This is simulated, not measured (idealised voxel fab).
This section sets out a process module, namely voxel gate over fins.
Each square cell in cross-section cut measures 5 nm, and the section as a whole is 235 nm wide.
The cross-sections in this document take the form of a grid made of square cells. They are written out as bands, in order from top to bottom. Each band consists of one or more rows of cells.
A band entry consists of two parts. The first gives the height of the band's top and the height of its bottom, in nm. The rest lists the band's materials from left to right, each with its width in nm. A single material labelled with the word "everywhere" fills the band from edge to edge, and the word "empty" marks empty space.
Height is counted from the level 0, under which the received wafer is composed throughout of one material. The lowest of the bands is not closed at the bottom but continues downward, in the notation "0 down".
Think of "30 to 40" as a width that walks from the first number to the second as you go down the band, top row to bottom row, taking equal-sized steps from row to row.
The cross-section has no changed cell in any step marked "stayed the same".
Closed void register: empty space of 8 cells or more with no open way to the top, each as width x height at its distance from the left edge, in nm
Text after the settings on a step's line: the simulator's own remark on that step.
overlay nm: for a step with a mask, the amount by which the mask lay right of where it was planned; a negative amount means left of it.

[Process steps foreseen in the plan]
1) RECEIVE [material Si]
2) CONFORMAL_DEP [material SiN] [thk nm 5]
3) MASKED_ETCH [tone cover] [mask id FINS] [width nm 15] [pitch nm 50] [etch materials SiN] [depth nm 5] [overlay nm 0]
4) MASKED_ETCH [tone cover] [mask id FINS] [width nm 15] [pitch nm 50] [etch materials Si] [depth nm 35] [overlay nm 0]
5) FILL_DEP [material SiO2] [thk nm 10]
6) CMP [height nm 5]
7) DIRECTIONAL_DEP [material aC] [thk nm 10]
8) PATTERN [tone open] [mask id RAIL] [material resist] [width nm 15] [thk nm 30] [overlay nm 0]
9) DIRECTIONAL_ETCH [etch materials aC] [depth nm 10]
10) STRIP [etch materials resist]
11) DIRECTIONAL_ETCH [etch materials SiO2] [depth nm 35]
12) STRIP [etch materials aC]
13) CONFORMAL_DEP [material TiN] [thk nm 5]
14) FILL_DEP [material W] [thk nm 10]
15) CMP [height nm 5]
16) SELECTIVE_ETCH [etch materials W Ru TiN] [depth nm 20]
17) FILL_DEP [material SiO2] [thk nm 5]
18) CMP [height nm 5]
19) SELECTIVE_ETCH [etch materials SiO2] [depth nm 15]
20) STRIP [etch materials SiN]
21) CONFORMAL_DEP [material HfO2] [thk nm 5]
22) CONFORMAL_DEP [material TiN] [thk nm 5]
23) CONFORMAL_DEP [material TiAl] [thk nm 5]
24) CONFORMAL_DEP [material TiN] [thk nm 5]
25) FILL_DEP [material W] [thk nm 15]
26) CMP [height nm 30]
27) CONFORMAL_DEP [material SiCN] [thk nm 10]

[as received, after step 1]
  0 down: Si everywhere
  Closed void register: none

[The first of the two wafers as seen in cross-section once the module was finished; processing followed the plan]
  40 to 30: SiCN everywhere
  30 to 20: W everywhere
  20 to 15: 15 W / 205 TiN / 15 W
  15 to 10: 15 W / 5 TiN / 45 TiAl / 5 TiN / 45 TiAl / 5 TiN / 45 TiAl / 5 TiN / 45 TiAl / 5 TiN / 15 W
  10 to 5: 20 TiN / 5 TiAl / 35 TiN / 5 TiAl / 5 TiN / 5 TiAl / 35 TiN / 5 TiAl / 5 TiN / 5 TiAl / 35 TiN / 5 TiAl / 5 TiN / 5 TiAl / 35 TiN / 5 TiAl / 20 TiN
  5 to 0: 25 TiAl / 5 TiN / 25 HfO2 / 5 TiN / 15 TiAl / 5 TiN / 25 HfO2 / 5 TiN / 15 TiAl / 5 TiN / 25 HfO2 / 5 TiN / 15 TiAl / 5 TiN / 25 HfO2 / 5 TiN / 25 TiAl
  0 to -5: 30 TiN / 5 HfO2 / 15 Si / 5 HfO2 / 25 TiN / 5 HfO2 / 15 Si / 5 HfO2 / 25 TiN / 5 HfO2 / 15 Si / 5 HfO2 / 25 TiN / 5 HfO2 / 15 Si / 5 HfO2 / 30 TiN
  -5 to -10: 35 HfO2 / 15 Si / 35 HfO2 / 15 Si / 35 HfO2 / 15 Si / 35 HfO2 / 15 Si / 35 HfO2
  -10 to -15: 35 SiO2 / 15 Si / 35 SiO2 / 15 Si / 35 SiO2 / 15 Si / 35 SiO2 / 15 Si / 35 SiO2
  -15 to -25: 35 SiO2 / 15 Si / 10 SiO2 / 5 TiN / 5 W / 5 TiN / 10 SiO2 / 15 Si / 35 SiO2 / 15 Si / 35 SiO2 / 15 Si / 35 SiO2
  -25 to -30: 35 SiO2 / 15 Si / 10 SiO2 / 15 TiN / 10 SiO2 / 15 Si / 35 SiO2 / 15 Si / 35 SiO2 / 15 Si / 35 SiO2
  -30 to -35: 35 SiO2 / 15 Si / 35 SiO2 / 15 Si / 35 SiO2 / 15 Si / 35 SiO2 / 15 Si / 35 SiO2
  -35 down: Si everywhere
  Closed void register: none

[Cross-section at end of module for the second wafer of two, which matched the first in starting point and plan and differed by one mistake in its processing]
  40 to 30: SiCN everywhere
  30 to 20: W everywhere
  20 to 10: 15 W / 205 TiN / 15 W
  10 to 5: TiN everywhere
  5 to 0: 30 TiN / 25 HfO2 / 25 TiN / 25 HfO2 / 25 TiN / 25 HfO2 / 25 TiN / 25 HfO2 / 30 TiN
  0 to -5: 30 TiN / 5 HfO2 / 15 Si / 5 HfO2 / 25 TiN / 5 HfO2 / 15 Si / 5 HfO2 / 25 TiN / 5 HfO2 / 15 Si / 5 HfO2 / 25 TiN / 5 HfO2 / 15 Si / 5 HfO2 / 30 TiN
  -5 to -10: 35 HfO2 / 15 Si / 35 HfO2 / 15 Si / 35 HfO2 / 15 Si / 35 HfO2 / 15 Si / 35 HfO2
  -10 to -15: 35 SiO2 / 15 Si / 35 SiO2 / 15 Si / 35 SiO2 / 15 Si / 35 SiO2 / 15 Si / 35 SiO2
  -15 to -25: 35 SiO2 / 15 Si / 10 SiO2 / 5 TiN / 5 W / 5 TiN / 10 SiO2 / 15 Si / 35 SiO2 / 15 Si / 35 SiO2 / 15 Si / 35 SiO2
  -25 to -30: 35 SiO2 / 15 Si / 10 SiO2 / 15 TiN / 10 SiO2 / 15 Si / 35 SiO2 / 15 Si / 35 SiO2 / 15 Si / 35 SiO2
  -30 to -35: 35 SiO2 / 15 Si / 35 SiO2 / 15 Si / 35 SiO2 / 15 Si / 35 SiO2 / 15 Si / 35 SiO2
  -35 down: Si everywhere
  Closed void register: none
The plan and the run diverged here: so step 23 ended up running with a different setting than we planned, it ran as CONFORMAL_DEP [material TiN] [thk nm 5]
FYI, end of process, the second wafer has more or fewer cells of some materials than the first: TiAl -63, TiN +63
